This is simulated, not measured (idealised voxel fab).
The document below concerns the process module designated voxel transistor to metal.
Shown is cross-section cut, with a width of 210 nm and square cells of size 5 nm.
In what follows, cross-sections appear as grids of square cells, described through bands that run from the top down, where every band is one or more rows of cells.
The entry gives the band's vertical extent as a top height and a bottom height in nm, then its horizontal make-up as materials from left to right, each with a width in nm. "empty" stands for empty space; a single material marked "all across" fills the band edge to edge.
It should be noted that heights are counted from 0, beneath which the wafer as supplied is of one material throughout, and that the lowest band possesses no lower boundary but continues downward, as written in "0..down".
So if you see something like "30 to 40" for the width, read it as the top row of the band sitting at the first number and the bottom row at the second, with every row in between moving by the same amount as the last.
"nothing got changed" after a step means that no cell of the cross-section changed.
"Completely sealed voids" means: voids of 8 cells or more that are shut off from the top with no open way through. Written width x height at distance, distance from the left edge, in nm.
after a step's settings: what the simulator itself notes on the step
"overlay nm" on a masked step: distance the mask lay right of its planned place, negative for left.
THE PLANNED PROCESS STEPS ARE ENUMERATED HEREUNDER
1: RECEIVE,material Si
2: CONFORMAL_DEP,material SiO2,thk nm 5
3: CONFORMAL_DEP,material SiN,thk nm 10
4: DIRECTIONAL_DEP,material aC,thk nm 10
5: PATTERN,tone cover,mask id ACTIVE,material resist,width nm 105,thk nm 25,overlay nm 0
6: DIRECTIONAL_ETCH,etch materials aC,depth nm 10
7: STRIP,etch materials resist
8: DIRECTIONAL_ETCH,etch materials SiN,depth nm 10
9: DIRECTIONAL_ETCH,etch materials SiO2,depth nm 5
10: DIRECTIONAL_ETCH,etch materials Si,depth nm 30
11: STRIP,etch materials aC
12: FILL_DEP,material SiO2,thk nm 15
13: CMP,height nm 15
14: SELECTIVE_ETCH,etch materials SiO2,depth nm 5
15: STRIP,etch materials SiN
16: SELECTIVE_ETCH,etch materials SiO2,depth nm 5
17: OXIDIZE,depth nm 5
18: DIRECTIONAL_DEP,material polySi,thk nm 20
19: DIRECTIONAL_DEP,material SiCN,thk nm 10
20: DIRECTIONAL_DEP,material aC,thk nm 10
21: PATTERN,tone cover,mask id GATE,material resist,width nm 15,thk nm 30,overlay nm 0
22: DIRECTIONAL_ETCH,etch materials aC,depth nm 10
23: STRIP,etch materials resist
24: DIRECTIONAL_ETCH,etch materials SiCN,depth nm 20
25: DIRECTIONAL_ETCH,etch materials polySi,depth nm 30
26: STRIP,etch materials aC
27: CONFORMAL_DEP,material SiN,thk nm 5
28: DIRECTIONAL_ETCH,etch materials SiN,depth nm 5
29: DIRECTIONAL_ETCH,etch materials SiO2,depth nm 5
30: EPI,material pSi,thk nm 5
31: FILL_DEP,material SiO2,thk nm 10
32: CMP,height nm 30
33: DIRECTIONAL_DEP,material SiO2,thk nm 15
34: PATTERN,tone open,mask id CONTACT,material resist,width nm 30,pitch nm 55,thk nm 20,overlay nm 0
35: DIRECTIONAL_ETCH,etch materials SiO2,depth nm 45
36: STRIP,etch materials resist
37: CONFORMAL_DEP,material TiN,thk nm 5
38: FILL_DEP,material W,thk nm 5
39: CMP,height nm 45
40: DIRECTIONAL_DEP,material TiN,thk nm 5
41: DIRECTIONAL_DEP,material W,thk nm 25
42: DIRECTIONAL_DEP,material aC,thk nm 15
43: PATTERN,tone cover,mask id METAL_1,material resist,width nm 15,pitch nm 70,thk nm 35,overlay nm 0
44: DIRECTIONAL_ETCH,etch materials aC,depth nm 15
45: STRIP,etch materials resist
46: DIRECTIONAL_ETCH,etch materials W,depth nm 25
47: DIRECTIONAL_ETCH,etch materials TiN,depth nm 5
48: STRIP,etch materials aC
49: FILL_DEP,material SiO2,thk nm 10
50: CMP,height nm 75
51: CONFORMAL_DEP,material SiN,thk nm 5
RUN AS PLANNED: FIRST OF TWO WAFERS
CROSS-SECTIONAL VIEW OF THE WAFER IN ITS AS-RECEIVED CONDITION, CORRESPONDING TO THE STATE AFTER STEP 1
> 0..down: Si all across
> Completely sealed voids: none
WAFER SECTION VIEW AFTER PROCESSING STEP 2
> 5..0: SiO2 all across
> Below 0, no change.
WAFER SECTION VIEW AFTER PROCESSING STEP 3
> 15..5: SiN all across
> Below 5, no change.
WAFER SECTION VIEW AFTER PROCESSING STEP 4
> 25..15: aC all across
> Below 15, no change.
WAFER SECTION VIEW AFTER PROCESSING STEP 5
> 50..25: empty=50 / resist=105 / empty=55
> Below 25, no change.
WAFER SECTION VIEW AFTER PROCESSING STEP 6
> 40..25: empty=50 / resist=105 / empty=55
> 25..15: empty=50 / aC=105 / empty=55
> Below 15, no change.
WAFER SECTION VIEW AFTER PROCESSING STEP 7
> 25..15: empty=50 / aC=105 / empty=55
> Below 15, no change.
WAFER SECTION VIEW AFTER PROCESSING STEP 8
> 25..15: empty=50 / aC=105 / empty=55
> 15..5: empty=50 / SiN=105 / empty=55
> Below 5, no change.
WAFER SECTION VIEW AFTER PROCESSING STEP 9
> 25..15: empty=50 / aC=105 / empty=55
> 15..5: empty=50 / SiN=105 / empty=55
> 5..0: empty=50 / SiO2=105 / empty=55
> Below 0, no change.
WAFER SECTION VIEW AFTER PROCESSING STEP 10
> 25..15: empty=50 / aC=105 / empty=55
> 15..5: empty=50 / SiN=105 / empty=55
> 5..0: empty=50 / SiO2=105 / empty=55
> 0..-30: empty=50 / Si=105 / empty=55
> Below -30, no change.
WAFER SECTION VIEW AFTER PROCESSING STEP 11
> 15..5: empty=50 / SiN=105 / empty=55
> Below 5, no change.
WAFER SECTION VIEW AFTER PROCESSING STEP 12
> 30..15: SiO2 all across
> 15..5: SiO2=50 / SiN=105 / SiO2=55
> 5..0: SiO2 all across
> 0..-30: SiO2=50 / Si=105 / SiO2=55
> Below -30, no change.
WAFER SECTION VIEW AFTER PROCESSING STEP 13
> 15..5: SiO2=50 / SiN=105 / SiO2=55
> Below 5, no change.
WAFER SECTION VIEW AFTER PROCESSING STEP 14
> 15..10: empty=50 / SiN=105 / empty=55
> Below 10, no change.
WAFER SECTION VIEW AFTER PROCESSING STEP 15
> 10..5: SiO2=50 / empty=105 / SiO2=55
> Below 5, no change.
WAFER SECTION VIEW AFTER PROCESSING STEP 16
> 5..0: SiO2=45 / empty=115 / SiO2=50
> Below 0, no change.
WAFER SECTION VIEW AFTER PROCESSING STEP 17
> 5..0: SiO2=45 / empty=115 / SiO2=50
> 0..-5: SiO2 all across
> Below -5, no change.
WAFER SECTION VIEW AFTER PROCESSING STEP 18
> 25..20: polySi=45 / empty=115 / polySi=50
> 20..5: polySi all across
> 5..0: SiO2=45 / polySi=115 / SiO2=50
> Below 0, no change.
WAFER SECTION VIEW AFTER PROCESSING STEP 19
> 35..30: SiCN=45 / empty=115 / SiCN=50
> 30..25: SiCN all across
> 25..20: polySi=45 / SiCN=115 / polySi=50
> Below 20, no change.
WAFER SECTION VIEW AFTER PROCESSING STEP 20
> 45..40: aC=45 / empty=115 / aC=50
> 40..35: aC all across
> 35..30: SiCN=45 / aC=115 / SiCN=50
> Below 30, no change.
WAFER SECTION VIEW AFTER PROCESSING STEP 21
> 75..45: empty=95 / resist=15 / empty=100
> 45..40: aC=45 / empty=50 / resist=15 / empty=50 / aC=50
> Below 40, no change.
WAFER SECTION VIEW AFTER PROCESSING STEP 22
> 65..40: empty=95 / resist=15 / empty=100
> 40..35: empty=95 / aC=15 / empty=100
> 35..30: SiCN=45 / empty=50 / aC=15 / empty=50 / SiCN=50
> Below 30, no change.
WAFER SECTION VIEW AFTER PROCESSING STEP 23
> 40..35: empty=95 / aC=15 / empty=100
> Below 35, no change.
WAFER SECTION VIEW AFTER PROCESSING STEP 24
> 40..30: empty=95 / aC=15 / empty=100
> 30..25: empty=95 / SiCN=15 / empty=100
> 25..20: polySi=45 / empty=50 / SiCN=15 / empty=50 / polySi=50
> Below 20, no change.
WAFER SECTION VIEW AFTER PROCESSING STEP 25
> 40..30: empty=95 / aC=15 / empty=100
> 30..20: empty=95 / SiCN=15 / empty=100
> 20..5: empty=95 / polySi=15 / empty=100
> 5..0: SiO2=45 / empty=50 / polySi=15 / empty=50 / SiO2=50
> Below 0, no change.
WAFER SECTION VIEW AFTER PROCESSING STEP 26
> 30..20: empty=95 / SiCN=15 / empty=100
> Below 20, no change.
WAFER SECTION VIEW AFTER PROCESSING STEP 27
> 35..30: empty=90 / SiN=25 / empty=95
> 30..20: empty=90 / SiN=5 / SiCN=15 / SiN=5 / empty=95
> 20..10: empty=90 / SiN=5 / polySi=15 / SiN=5 / empty=95
> 10..5: SiN=50 / empty=40 / SiN=5 / polySi=15 / SiN=5 / empty=40 / SiN=55
> 5..0: SiO2=45 / SiN=50 / polySi=15 / SiN=50 / SiO2=50
> Below 0, no change.
WAFER SECTION VIEW AFTER PROCESSING STEP 28
> 30..20: empty=90 / SiN=5 / SiCN=15 / SiN=5 / empty=95
> 20..5: empty=90 / SiN=5 / polySi=15 / SiN=5 / empty=95
> 5..0: SiO2=45 / SiN=5 / empty=40 / SiN=5 / polySi=15 / SiN=5 / empty=40 / SiN=5 / SiO2=50
> Below 0, no change.
WAFER SECTION VIEW AFTER PROCESSING STEP 29
> 30..20: empty=90 / SiN=5 / SiCN=15 / SiN=5 / empty=95
> 20..5: empty=90 / SiN=5 / polySi=15 / SiN=5 / empty=95
> 5..0: empty=45 / SiN=5 / empty=40 / SiN=5 / polySi=15 / SiN=5 / empty=40 / SiN=5 / empty=50
> 0..-5: SiO2=50 / empty=40 / SiO2=25 / empty=40 / SiO2=55
> Below -5, no change.
WAFER SECTION VIEW AFTER PROCESSING STEP 30
> 30..20: empty=90 / SiN=5 / SiCN=15 / SiN=5 / empty=95
> 20..5: empty=90 / SiN=5 / polySi=15 / SiN=5 / empty=95
> 5..0: empty=45 / SiN=5 / empty=40 / SiN=5 / polySi=15 / SiN=5 / empty=40 / SiN=5 / empty=50
> 0..-5: SiO2=50 / pSi=40 / SiO2=25 / pSi=40 / SiO2=55
> Below -5, no change.
WAFER SECTION VIEW AFTER PROCESSING STEP 31
> 40..30: SiO2 all across
> 30..20: SiO2=90 / SiN=5 / SiCN=15 / SiN=5 / SiO2=95
> 20..5: SiO2=90 / SiN=5 / polySi=15 / SiN=5 / SiO2=95
> 5..0: SiO2=45 / SiN=5 / SiO2=40 / SiN=5 / polySi=15 / SiN=5 / SiO2=40 / SiN=5 / SiO2=50
> Below 0, no change.
WAFER SECTION VIEW AFTER PROCESSING STEP 32
> 30..20: SiO2=90 / SiN=5 / SiCN=15 / SiN=5 / SiO2=95
> Below 20, no change.
WAFER SECTION VIEW AFTER PROCESSING STEP 33
> 45..30: SiO2 all across
> Below 30, no change.
WAFER SECTION VIEW AFTER PROCESSING STEP 34
> 65..45: resist=60 / empty=30 / resist=25 / empty=30 / resist=65
> Below 45, no change.
WAFER SECTION VIEW AFTER PROCESSING STEP 35
> 65..45: resist=60 / empty=30 / resist=25 / empty=30 / resist=65
> 45..30: SiO2=60 / empty=30 / SiO2=25 / empty=30 / SiO2=65
> 30..20: SiO2=60 / empty=30 / SiN=5 / SiCN=15 / SiN=5 / empty=30 / SiO2=65
> 20..5: SiO2=60 / empty=30 / SiN=5 / polySi=15 / SiN=5 / empty=30 / SiO2=65
> 5..0: SiO2=45 / SiN=5 / SiO2=10 / empty=30 / SiN=5 / polySi=15 / SiN=5 / empty=30 / SiO2=10 / SiN=5 / SiO2=50
> Below 0, no change.
WAFER SECTION VIEW AFTER PROCESSING STEP 36
> 45..30: SiO2=60 / empty=30 / SiO2=25 / empty=30 / SiO2=65
> Below 30, no change.
WAFER SECTION VIEW AFTER PROCESSING STEP 37
> 50..45: TiN=65 / empty=20 / TiN=35 / empty=20 / TiN=70
> 45..30: SiO2=60 / TiN=5 / empty=20 / TiN=5 / SiO2=25 / TiN=5 / empty=20 / TiN=5 / SiO2=65
> 30..20: SiO2=60 / TiN=5 / empty=20 / TiN=5 / SiN=5 / SiCN=15 / SiN=5 / TiN=5 / empty=20 / TiN=5 / SiO2=65
> 20..5: SiO2=60 / TiN=5 / empty=20 / TiN=5 / SiN=5 / polySi=15 / SiN=5 / TiN=5 / empty=20 / TiN=5 / SiO2=65
> 5..0: SiO2=45 / SiN=5 / SiO2=10 / TiN=30 / SiN=5 / polySi=15 / SiN=5 / TiN=30 / SiO2=10 / SiN=5 / SiO2=50
> Below 0, no change.
WAFER SECTION VIEW AFTER PROCESSING STEP 38
> 55..50: W all across
> 50..45: TiN=65 / W=20 / TiN=35 / W=20 / TiN=70
> 45..30: SiO2=60 / TiN=5 / W=20 / TiN=5 / SiO2=25 / TiN=5 / W=20 / TiN=5 / SiO2=65
> 30..20: SiO2=60 / TiN=5 / W=20 / TiN=5 / SiN=5 / SiCN=15 / SiN=5 / TiN=5 / W=20 / TiN=5 / SiO2=65
> 20..5: SiO2=60 / TiN=5 / W=20 / TiN=5 / SiN=5 / polySi=15 / SiN=5 / TiN=5 / W=20 / TiN=5 / SiO2=65
> Below 5, no change.
WAFER SECTION VIEW AFTER PROCESSING STEP 39
> 45..30: SiO2=60 / TiN=5 / W=20 / TiN=5 / SiO2=25 / TiN=5 / W=20 / TiN=5 / SiO2=65
> Below 30, no change.
WAFER SECTION VIEW AFTER PROCESSING STEP 40
> 50..45: TiN all across
> Below 45, no change.
WAFER SECTION VIEW AFTER PROCESSING STEP 41
> 75..50: W all across
> Below 50, no change.
WAFER SECTION VIEW AFTER PROCESSING STEP 42
> 90..75: aC all across
> Below 75, no change.
WAFER SECTION VIEW AFTER PROCESSING STEP 43
> 125..90: empty=60 / resist=15 / empty=55 / resist=15 / empty=65
> Below 90, no change.
WAFER SECTION VIEW AFTER PROCESSING STEP 44
> 110..90: empty=60 / resist=15 / empty=55 / resist=15 / empty=65
> 90..75: empty=60 / aC=15 / empty=55 / aC=15 / empty=65
> Below 75, no change.
WAFER SECTION VIEW AFTER PROCESSING STEP 45
> 90..75: empty=60 / aC=15 / empty=55 / aC=15 / empty=65
> Below 75, no change.
WAFER SECTION VIEW AFTER PROCESSING STEP 46
> 90..75: empty=60 / aC=15 / empty=55 / aC=15 / empty=65
> 75..50: empty=60 / W=15 / empty=55 / W=15 / empty=65
> Below 50, no change.
WAFER SECTION VIEW AFTER PROCESSING STEP 47
> 90..75: empty=60 / aC=15 / empty=55 / aC=15 / empty=65
> 75..50: empty=60 / W=15 / empty=55 / W=15 / empty=65
> 50..45: empty=60 / TiN=15 / empty=55 / TiN=15 / empty=65
> Below 45, no change.
WAFER SECTION VIEW AFTER PROCESSING STEP 48
> 75..50: empty=60 / W=15 / empty=55 / W=15 / empty=65
> Below 50, no change.
WAFER SECTION VIEW AFTER PROCESSING STEP 49
> 85..75: SiO2 all across
> 75..50: SiO2=60 / W=15 / SiO2=55 / W=15 / SiO2=65
> 50..45: SiO2=60 / TiN=15 / SiO2=55 / TiN=15 / SiO2=65
> Below 45, no change.
WAFER SECTION VIEW AFTER PROCESSING STEP 50
> 75..50: SiO2=60 / W=15 / SiO2=55 / W=15 / SiO2=65
> Below 50, no change.
WAFER SECTION VIEW AFTER PROCESSING STEP 51
> 80..75: SiN all across
> Below 75, no change.
WAFER TWO OF THE PAIR: SAME ORIGIN, SAME PLAN, ONE ERROR DURING THE RUN; IDENTICAL TO WAFER ONE UP TO AND INCLUDING STEP 9
THE SECOND WAFER IN CROSS-SECTION, AT THE PLANNED CLOSE OF STEP 10
> 25..15: empty=50 / aC=105 / empty=55
> 15..5: empty=50 / SiN=105 / empty=55
> 5..0: empty=50 / SiO2=105 / empty=55
> 0..-60: empty=50 / Si=105 / empty=55
> Below -60, no change.
THE SECOND WAFER IN CROSS-SECTION, AT THE PLANNED CLOSE OF STEP 11
> 15..5: empty=50 / SiN=105 / empty=55
> Below 5, no change.
THE SECOND WAFER IN CROSS-SECTION, AT THE PLANNED CLOSE OF STEP 12
> 30..15: SiO2 all across
> 15..5: SiO2=50 / SiN=105 / SiO2=55
> 5..0: SiO2 all across
> 0..-60: SiO2=50 / Si=105 / SiO2=55
> Below -60, no change.
THE SECOND WAFER IN CROSS-SECTION, AT THE PLANNED CLOSE OF STEP 13
> 15..5: SiO2=50 / SiN=105 / SiO2=55
> Below 5, no change.
THE SECOND WAFER IN CROSS-SECTION, AT THE PLANNED CLOSE OF STEP 14
> 15..10: empty=50 / SiN=105 / empty=55
> Below 10, no change.
THE SECOND WAFER IN CROSS-SECTION, AT THE PLANNED CLOSE OF STEP 15
> 10..5: SiO2=50 / empty=105 / SiO2=55
> Below 5, no change.
THE SECOND WAFER IN CROSS-SECTION, AT THE PLANNED CLOSE OF STEP 16
> 5..0: SiO2=45 / empty=115 / SiO2=50
> Below 0, no change.
THE SECOND WAFER IN CROSS-SECTION, AT THE PLANNED CLOSE OF STEP 17
> 5..0: SiO2=45 / empty=115 / SiO2=50
> 0..-5: SiO2 all across
> Below -5, no change.
THE SECOND WAFER IN CROSS-SECTION, AT THE PLANNED CLOSE OF STEP 18
> 25..20: polySi=45 / empty=115 / polySi=50
> 20..5: polySi all across
> 5..0: SiO2=45 / polySi=115 / SiO2=50
> Below 0, no change.
THE SECOND WAFER IN CROSS-SECTION, AT THE PLANNED CLOSE OF STEP 19
> 35..30: SiCN=45 / empty=115 / SiCN=50
> 30..25: SiCN all across
> 25..20: polySi=45 / SiCN=115 / polySi=50
> Below 20, no change.
THE SECOND WAFER IN CROSS-SECTION, AT THE PLANNED CLOSE OF STEP 20
> 45..40: aC=45 / empty=115 / aC=50
> 40..35: aC all across
> 35..30: SiCN=45 / aC=115 / SiCN=50
> Below 30, no change.
THE SECOND WAFER IN CROSS-SECTION, AT THE PLANNED CLOSE OF STEP 21
> 75..45: empty=95 / resist=15 / empty=100
> 45..40: aC=45 / empty=50 / resist=15 / empty=50 / aC=50
> Below 40, no change.
THE SECOND WAFER IN CROSS-SECTION, AT THE PLANNED CLOSE OF STEP 22
> 65..40: empty=95 / resist=15 / empty=100
> 40..35: empty=95 / aC=15 / empty=100
> 35..30: SiCN=45 / empty=50 / aC=15 / empty=50 / SiCN=50
> Below 30, no change.
THE SECOND WAFER IN CROSS-SECTION, AT THE PLANNED CLOSE OF STEP 23
> 40..35: empty=95 / aC=15 / empty=100
> Below 35, no change.
THE SECOND WAFER IN CROSS-SECTION, AT THE PLANNED CLOSE OF STEP 24
> 40..30: empty=95 / aC=15 / empty=100
> 30..25: empty=95 / SiCN=15 / empty=100
> 25..20: polySi=45 / empty=50 / SiCN=15 / empty=50 / polySi=50
> Below 20, no change.
THE SECOND WAFER IN CROSS-SECTION, AT THE PLANNED CLOSE OF STEP 25
> 40..30: empty=95 / aC=15 / empty=100
> 30..20: empty=95 / SiCN=15 / empty=100
> 20..5: empty=95 / polySi=15 / empty=100
> 5..0: SiO2=45 / empty=50 / polySi=15 / empty=50 / SiO2=50
> Below 0, no change.
THE SECOND WAFER IN CROSS-SECTION, AT THE PLANNED CLOSE OF STEP 26
> 30..20: empty=95 / SiCN=15 / empty=100
> Below 20, no change.
THE SECOND WAFER IN CROSS-SECTION, AT THE PLANNED CLOSE OF STEP 27
> 35..30: empty=90 / SiN=25 / empty=95
> 30..20: empty=90 / SiN=5 / SiCN=15 / SiN=5 / empty=95
> 20..10: empty=90 / SiN=5 / polySi=15 / SiN=5 / empty=95
> 10..5: SiN=50 / empty=40 / SiN=5 / polySi=15 / SiN=5 / empty=40 / SiN=55
> 5..0: SiO2=45 / SiN=50 / polySi=15 / SiN=50 / SiO2=50
> Below 0, no change.
THE SECOND WAFER IN CROSS-SECTION, AT THE PLANNED CLOSE OF STEP 28
> 30..20: empty=90 / SiN=5 / SiCN=15 / SiN=5 / empty=95
> 20..5: empty=90 / SiN=5 / polySi=15 / SiN=5 / empty=95
> 5..0: SiO2=45 / SiN=5 / empty=40 / SiN=5 / polySi=15 / SiN=5 / empty=40 / SiN=5 / SiO2=50
> Below 0, no change.
THE SECOND WAFER IN CROSS-SECTION, AT THE PLANNED CLOSE OF STEP 29
> 30..20: empty=90 / SiN=5 / SiCN=15 / SiN=5 / empty=95
> 20..5: empty=90 / SiN=5 / polySi=15 / SiN=5 / empty=95
> 5..0: empty=45 / SiN=5 / empty=40 / SiN=5 / polySi=15 / SiN=5 / empty=40 / SiN=5 / empty=50
> 0..-5: SiO2=50 / empty=40 / SiO2=25 / empty=40 / SiO2=55
> Below -5, no change.
THE SECOND WAFER IN CROSS-SECTION, AT THE PLANNED CLOSE OF STEP 30
> 30..20: empty=90 / SiN=5 / SiCN=15 / SiN=5 / empty=95
> 20..5: empty=90 / SiN=5 / polySi=15 / SiN=5 / empty=95
> 5..0: empty=45 / SiN=5 / empty=40 / SiN=5 / polySi=15 / SiN=5 / empty=40 / SiN=5 / empty=50
> 0..-5: SiO2=50 / pSi=40 / SiO2=25 / pSi=40 / SiO2=55
> Below -5, no change.
THE SECOND WAFER IN CROSS-SECTION, AT THE PLANNED CLOSE OF STEP 31
> 40..30: SiO2 all across
> 30..20: SiO2=90 / SiN=5 / SiCN=15 / SiN=5 / SiO2=95
> 20..5: SiO2=90 / SiN=5 / polySi=15 / SiN=5 / SiO2=95
> 5..0: SiO2=45 / SiN=5 / SiO2=40 / SiN=5 / polySi=15 / SiN=5 / SiO2=40 / SiN=5 / SiO2=50
> Below 0, no change.
THE SECOND WAFER IN CROSS-SECTION, AT THE PLANNED CLOSE OF STEP 32
> 30..20: SiO2=90 / SiN=5 / SiCN=15 / SiN=5 / SiO2=95
> Below 20, no change.
THE SECOND WAFER IN CROSS-SECTION, AT THE PLANNED CLOSE OF STEP 33
> 45..30: SiO2 all across
> Below 30, no change.
THE SECOND WAFER IN CROSS-SECTION, AT THE PLANNED CLOSE OF STEP 34
> 65..45: resist=60 / empty=30 / resist=25 / empty=30 / resist=65
> Below 45, no change.
THE SECOND WAFER IN CROSS-SECTION, AT THE PLANNED CLOSE OF STEP 35
> 65..45: resist=60 / empty=30 / resist=25 / empty=30 / resist=65
> 45..30: SiO2=60 / empty=30 / SiO2=25 / empty=30 / SiO2=65
> 30..20: SiO2=60 / empty=30 / SiN=5 / SiCN=15 / SiN=5 / empty=30 / SiO2=65
> 20..5: SiO2=60 / empty=30 / SiN=5 / polySi=15 / SiN=5 / empty=30 / SiO2=65
> 5..0: SiO2=45 / SiN=5 / SiO2=10 / empty=30 / SiN=5 / polySi=15 / SiN=5 / empty=30 / SiO2=10 / SiN=5 / SiO2=50
> Below 0, no change.
THE SECOND WAFER IN CROSS-SECTION, AT THE PLANNED CLOSE OF STEP 36
> 45..30: SiO2=60 / empty=30 / SiO2=25 / empty=30 / SiO2=65
> Below 30, no change.
THE SECOND WAFER IN CROSS-SECTION, AT THE PLANNED CLOSE OF STEP 37
> 50..45: TiN=65 / empty=20 / TiN=35 / empty=20 / TiN=70
> 45..30: SiO2=60 / TiN=5 / empty=20 / TiN=5 / SiO2=25 / TiN=5 / empty=20 / TiN=5 / SiO2=65
> 30..20: SiO2=60 / TiN=5 / empty=20 / TiN=5 / SiN=5 / SiCN=15 / SiN=5 / TiN=5 / empty=20 / TiN=5 / SiO2=65
> 20..5: SiO2=60 / TiN=5 / empty=20 / TiN=5 / SiN=5 / polySi=15 / SiN=5 / TiN=5 / empty=20 / TiN=5 / SiO2=65
> 5..0: SiO2=45 / SiN=5 / SiO2=10 / TiN=30 / SiN=5 / polySi=15 / SiN=5 / TiN=30 / SiO2=10 / SiN=5 / SiO2=50
> Below 0, no change.
THE SECOND WAFER IN CROSS-SECTION, AT THE PLANNED CLOSE OF STEP 38
> 55..50: W all across
> 50..45: TiN=65 / W=20 / TiN=35 / W=20 / TiN=70
> 45..30: SiO2=60 / TiN=5 / W=20 / TiN=5 / SiO2=25 / TiN=5 / W=20 / TiN=5 / SiO2=65
> 30..20: SiO2=60 / TiN=5 / W=20 / TiN=5 / SiN=5 / SiCN=15 / SiN=5 / TiN=5 / W=20 / TiN=5 / SiO2=65
> 20..5: SiO2=60 / TiN=5 / W=20 / TiN=5 / SiN=5 / polySi=15 / SiN=5 / TiN=5 / W=20 / TiN=5 / SiO2=65
> Below 5, no change.
THE SECOND WAFER IN CROSS-SECTION, AT THE PLANNED CLOSE OF STEP 39
> 45..30: SiO2=60 / TiN=5 / W=20 / TiN=5 / SiO2=25 / TiN=5 / W=20 / TiN=5 / SiO2=65
> Below 30, no change.
THE SECOND WAFER IN CROSS-SECTION, AT THE PLANNED CLOSE OF STEP 40
> 50..45: TiN all across
> Below 45, no change.
THE SECOND WAFER IN CROSS-SECTION, AT THE PLANNED CLOSE OF STEP 41
> 75..50: W all across
> Below 50, no change.
THE SECOND WAFER IN CROSS-SECTION, AT THE PLANNED CLOSE OF STEP 42
> 90..75: aC all across
> Below 75, no change.
THE SECOND WAFER IN CROSS-SECTION, AT THE PLANNED CLOSE OF STEP 43
> 125..90: empty=60 / resist=15 / empty=55 / resist=15 / empty=65
> Below 90, no change.
THE SECOND WAFER IN CROSS-SECTION, AT THE PLANNED CLOSE OF STEP 44
> 110..90: empty=60 / resist=15 / empty=55 / resist=15 / empty=65
> 90..75: empty=60 / aC=15 / empty=55 / aC=15 / empty=65
> Below 75, no change.
THE SECOND WAFER IN CROSS-SECTION, AT THE PLANNED CLOSE OF STEP 45
> 90..75: empty=60 / aC=15 / empty=55 / aC=15 / empty=65
> Below 75, no change.
THE SECOND WAFER IN CROSS-SECTION, AT THE PLANNED CLOSE OF STEP 46
> 90..75: empty=60 / aC=15 / empty=55 / aC=15 / empty=65
> 75..50: empty=60 / W=15 / empty=55 / W=15 / empty=65
> Below 50, no change.
THE SECOND WAFER IN CROSS-SECTION, AT THE PLANNED CLOSE OF STEP 47
> 90..75: empty=60 / aC=15 / empty=55 / aC=15 / empty=65
> 75..50: empty=60 / W=15 / empty=55 / W=15 / empty=65
> 50..45: empty=60 / TiN=15 / empty=55 / TiN=15 / empty=65
> Below 45, no change.
THE SECOND WAFER IN CROSS-SECTION, AT THE PLANNED CLOSE OF STEP 48
> 75..50: empty=60 / W=15 / empty=55 / W=15 / empty=65
> Below 50, no change.
THE SECOND WAFER IN CROSS-SECTION, AT THE PLANNED CLOSE OF STEP 49
> 85..75: SiO2 all across
> 75..50: SiO2=60 / W=15 / SiO2=55 / W=15 / SiO2=65
> 50..45: SiO2=60 / TiN=15 / SiO2=55 / TiN=15 / SiO2=65
> Below 45, no change.
THE SECOND WAFER IN CROSS-SECTION, AT THE PLANNED CLOSE OF STEP 50
> 75..50: SiO2=60 / W=15 / SiO2=55 / W=15 / SiO2=65
> Below 50, no change.
THE SECOND WAFER IN CROSS-SECTION, AT THE PLANNED CLOSE OF STEP 51
> 80..75: SiN all across
> Below 75, no change.
Which mistake was made when the wafer was run? plan step 10 ran twice
FYI, end of process, the second wafer has more or fewer cells of some materials than the first: Si: 126 fewer; SiO2: 126 more
